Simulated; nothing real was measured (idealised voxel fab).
The document below concerns the process module designated voxel gate over fins.
We display cut, a cross-section 160 nm in width whose square cells are each 5 nm.
Each cross-section below is a grid of square cells, stated as bands in top-down order, with one or more rows of cells making up each band. Within each band entry, the heights of the top and of the bottom of the band appear first, in that order and in nm; the materials of the band then follow from left to right, each with its corresponding width in nm. The designation "throughout" on a single material indicates that it fills the band from edge to edge; the designation "blank" indicates empty space. Heights from 0 (as-received wafer is one material below). Bottom band endless downward, as "0..down". Read "30..40" as a graded width: first number on top, second number at the bottom, same change between each pair of neighbouring rows. It should be understood that the words "everything unchanged", when stated for a given step, signify that the cross-section underwent no change in any of its cells during that step. So "Closed empty spaces" is basically the list of trapped voids: any empty space of 8 cells or more that can't reach the top through an opening. They're written width x height at distance, the distance being from the left edge, and it's all nm. The remark found on a step's line after its settings is issued by the simulator itself and pertains to that step. On any step carrying a mask, the "overlay nm" setting, if present on the step's line, tells how far right of its planned place the mask lay; negative values point to the left.

## Process steps (planned)
- 1: RECEIVE (material Si)
- 2: CONFORMAL_DEP (material SiN; thk nm 5)
- 3: DIRECTIONAL_DEP (material aC; thk nm 15)
- 4: PATTERN (tone cover; mask id FINS; material resist; width nm 15; pitch nm 60; thk nm 30; overlay nm 0)
- 5: DIRECTIONAL_ETCH (etch materials aC; depth nm 15)
- 6: STRIP (etch materials resist)
- 7: DIRECTIONAL_ETCH (etch materials SiN; depth nm 5)
- 8: DIRECTIONAL_ETCH (etch materials Si; depth nm 40)
- 9: STRIP (etch materials aC)
- 10: OXIDIZE (depth nm 5)
- 11: FILL_DEP (material SiO2; thk nm 10)
- 12: CMP (height nm 5)
- 13: DIRECTIONAL_DEP (material aC; thk nm 15)
- 14: PATTERN (tone open; mask id RAIL; material resist; width nm 15; thk nm 35; overlay nm 0)
- 15: DIRECTIONAL_ETCH (etch materials aC; depth nm 15)
- 16: STRIP (etch materials resist)
- 17: DIRECTIONAL_ETCH (etch materials SiO2; depth nm 40)
- 18: STRIP (etch materials aC)
- 19: CONFORMAL_DEP (material TiN; thk nm 5)
- 20: FILL_DEP (material W; thk nm 5)
- 21: CMP (height nm 5)
- 22: SELECTIVE_ETCH (etch materials W Ru TiN; depth nm 20)
- 23: FILL_DEP (material SiO2; thk nm 5)
- 24: CMP (height nm 5)
- 25: SELECTIVE_ETCH (etch materials SiO2; depth nm 15)
- 26: STRIP (etch materials SiN)
- 27: CONFORMAL_DEP (material HfO2; thk nm 5)
- 28: CONFORMAL_DEP (material TiN; thk nm 5)
- 29: CONFORMAL_DEP (material TiAl; thk nm 5)
- 30: CONFORMAL_DEP (material TiN; thk nm 5)
- 31: FILL_DEP (material W; thk nm 15)
- 32: CMP (height nm 30)
- 33: CONFORMAL_DEP (material SiCN; thk nm 10)
For clarity, it should be stated that the wafers under discussion commence in an identical condition and differ with respect to the thk nm of step 29, the plan indicating the value that the first wafer had.

## First of several wafers (as received, post step 1), cross-sectional view
	0..down = Si throughout
	Closed empty spaces: none

## Row per wafer, end-of-module: cell gain (+)/loss (-) by material since the wafer came in, then closed voids
thk nm 5, +40 HfO2, -270 Si, +64 SiCN, +198 SiO2, +40 TiAl, +89 TiN, +95 W, Closed empty spaces: none
thk nm 10, +40 HfO2, -270 Si, +64 SiCN, +198 SiO2, +80 TiAl, +89 TiN, +55 W, Closed empty spaces: none
thk nm 15, +40 HfO2, -270 Si, +64 SiCN, +198 SiO2, +120 TiAl, +87 TiN, +17 W, Closed empty spaces: none
thk nm 20, +40 HfO2, -270 Si, +64 SiCN, +198 SiO2, +158 TiAl, +58 TiN, +8 W, Closed empty spaces: none
